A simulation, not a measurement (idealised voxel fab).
Process module under the name voxel spacer lines
Xsec cut, 150 nm wide, square cell size 5 nm.
This document writes a cross-section as a grid whose cells are square, and gives it as bands, listed from the top down; one or more rows of cells form a band.
What a band's entry tells you: where the top is and where the bottom is, as heights in nm, and after that what lies inside, material by material from left to right, each with its width in nm. Empty space is written as the word "air", and a single material marked with the word "everywhere" occupies the band from edge to edge.
Counting heights begins at 0, where everything beneath is, in the wafer as received, one material. The lowest band has no bottom; it goes on downwards, as "z 0 and below" shows.
A width such as "30->40" changes by the same amount from each row of cells to the next, from the band's top row to its bottom row.
What does "remained unchanged" mean for a step? It means no cell of the cross-section changed in that step.
What "Closed void listing" gives you is every empty space of 8 cells or more that is cut off from the top. Each appears as width x height at distance, with the distance taken from the left edge and width, height and distance all in nm.
Note: text after step settings on the step line = simulator remark on that step.
overlay nm: right-of-plan distance of the mask on a masked step; negative values mean left-of-plan.
**Listed below are the process steps as planned**
step 1: RECEIVE with material Si
step 2: CONFORMAL_DEP with material Al2O3, thk nm 10
step 3: DIRECTIONAL_DEP with material TiN, thk nm 15
step 4: DIRECTIONAL_DEP with material polySi, thk nm 30
step 5: PATTERN with tone cover, mask id MANDREL, material resist, width nm 20, pitch nm 60, thk nm 40, overlay nm 0
step 6: DIRECTIONAL_ETCH with etch materials polySi, depth nm 30
step 7: STRIP with etch materials resist
step 8: CONFORMAL_DEP with material SiN, thk nm 10
step 9: DIRECTIONAL_ETCH with etch materials SiN, depth nm 10
step 10: STRIP with etch materials polySi
step 11: DIRECTIONAL_ETCH with etch materials TiN, depth nm 15
step 12: STRIP with etch materials SiN
step 13: FILL_DEP with material lowk, thk nm 10
step 14: CMP with height nm 25
**Cross-section of the wafer upon arrival, representing the state reached after step 1**
> z 0 and below = Si everywhere
> Closed void listing: none
**Starting wafer: above. Plan: above. Run: one mistake. Cross-section after the module: below**
> z 25 to 15 = lowk everywhere
> z 15 to 0 = 25 of lowk; 10 of TiN; 20 of lowk; 10 of TiN; 20 of lowk; 10 of TiN; 20 of lowk; 10 of TiN; 25 of lowk
> z 0 and below = Si everywhere
> Closed void listing: none
What broke from the plan during processing? step 2 of the plan was jumped over and never run
